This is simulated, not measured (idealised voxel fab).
process module | voxel gate over fins
Square cell edge 5 nm, section width 210 nm, ID cut.
When this document writes out a cross-section, it uses a grid of square cells and lists it as bands, beginning at the top and moving down, with a band standing for one or more rows of cells. Band: top height; bottom height; in nm. Then, left to right: material with width in nm, for each material. "full width": a single material spanning edge to edge. "empty": empty space. The level at which height equals 0 is the one under which the wafer, as it arrives, is entirely one material. No lower edge exists for the bottom band, which continues downward and is notated as in "0..down". So if you see something like "30->40" for the width, read it as the top row of the band sitting at the first number and the bottom row at the second, with every row in between moving by the same amount as the last. Step note "stayed the same" = no cross-section cell changed. Voids not open to the top, 8 cells minimum: see "Closed cavity list". Written width x height at distance; distance is from the left edge; nm. The remark found on a step's line after its settings is issued by the simulator itself and pertains to that step. If you see "overlay nm" on a step's line and that step has a mask, it's telling you how far right of where it was planned the mask ended up; a negative number means it went left instead.
## Steps in the process plan
- 1: op RECEIVE | material Si
- 2: op CONFORMAL_DEP | material SiN | thk nm 10
- 3: op MASKED_ETCH | tone cover | mask id FINS | width nm 15 | pitch nm 35 | etch materials SiN | depth nm 10 | overlay nm 0
- 4: op MASKED_ETCH | tone cover | mask id FINS | width nm 15 | pitch nm 35 | etch materials Si | depth nm 40 | overlay nm 0
- 5: op OXIDIZE | depth nm 5
- 6: op FILL_DEP | material SiO2 | thk nm 10
- 7: op CMP | height nm 10
- 8: op SELECTIVE_ETCH | etch materials SiO2 | depth nm 20
- 9: op STRIP | etch materials SiN
- 10: op CONFORMAL_DEP | material HfO2 | thk nm 5
- 11: op CONFORMAL_DEP | material TiN | thk nm 5
- 12: op FILL_DEP | material W | thk nm 10
- 13: op CMP | height nm 15
- 14: op CONFORMAL_DEP | material SiCN | thk nm 10
## The cross-section here shows the wafer as received, i.e. in its state after step 1
  0..down = Si full width
  Closed cavity list: none
## Post-module cross-section: identical start and plan to those above, one misstep in execution
  25..15 = SiCN full width
  15..5 = W full width
  5..0 = 80 W, then 15 TiN, then 20 W, then 15 TiN, then 80 W
  0..-5 = 80 W, then 5 TiN, then 5 Si, then 5 TiN, then 20 W, then 5 TiN, then 5 Si, then 5 TiN, then 80 W
  -5..-10 = 85 TiN, then 5 Si, then 30 TiN, then 5 Si, then 85 TiN
  -10..-45 = 85 SiO2, then 5 Si, then 30 SiO2, then 5 Si, then 85 SiO2
  -45..down = Si full width
  Closed cavity list: none
Error vs. plan: yeah, step 10 of the plan got skipped, never ran
